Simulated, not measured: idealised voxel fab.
process module | voxel ribs on slabs
cross-section cut | 175 nm wide | cells 5 nm
A cross-section is a grid of square cells, given in bands from the top down. A band is one or more rows of cells.
Each band's line starts with the height of the band's top and of its bottom, in nm. Then come its materials from left to right, each with its width in nm. One material with "throughout" fills the band from edge to edge. "air" is empty space.
Height 0 is the level under which the wafer as received is all one material. The lowest band goes on downwards, as in "0 down".
A width such as "30 to 40" changes by the same amount from each row of cells to the next, from the band's top row to its bottom row.
"no change" after a step means that no cell of the cross-section changed.
closed voids: empty space of 8 cells or more with no open way to the top, each as width x height at its distance from the left edge, in nm
after a step's settings: what the simulator itself notes on the step
overlay nm, on a step with a mask: how far to the right of its planned place the mask lay; to the left if negative
plan
1 op RECEIVE | material Si
2 op DIRECTIONAL_DEP | material SiO2 | thk nm 20
3 op DIRECTIONAL_DEP | material polySi | thk nm 15
4 op DIRECTIONAL_DEP | material aC | thk nm 15
5 op PATTERN | tone cover | mask id RIB | material resist | width nm 30 | thk nm 35 | overlay nm 0
6 op DIRECTIONAL_ETCH | etch materials aC | depth nm 15
7 op STRIP | etch materials resist
8 op DIRECTIONAL_ETCH | etch materials polySi | depth nm 10
9 op STRIP | etch materials aC
10 op MASKED_ETCH | tone cover | mask id SLAB | width nm 70 | etch materials polySi | depth nm 5 | overlay nm 0
11 op FILL_DEP | material SiO2 | thk nm 20
12 op CMP | height nm 45
13 op DIRECTIONAL_DEP | material W | thk nm 10
14 op DIRECTIONAL_DEP | material aC | thk nm 15
15 op PATTERN | tone cover | mask id HEATER | material resist | width nm 40 | thk nm 35 | overlay nm 0
16 op DIRECTIONAL_ETCH | etch materials aC | depth nm 15
17 op STRIP | etch materials resist
18 op DIRECTIONAL_ETCH | etch materials W | depth nm 10
19 op STRIP | etch materials aC
20 op CONFORMAL_DEP | material SiO2 | thk nm 10
as received, after step 1
  0 down: Si throughout
  closed voids: none
a wafer at the end: this start, this plan, one mistake
  65 to 55: air 55 | SiO2 60 | air 60
  55 to 45: SiO2 65 | W 40 | SiO2 70
  45 to 35: SiO2 70 to 50 | polySi 30 to 70 | SiO2 75 to 55
  35 to 20: polySi throughout
  20 to 0: SiO2 throughout
  0 down: Si throughout
  closed voids: none
what went wrong: step 3 was run twice
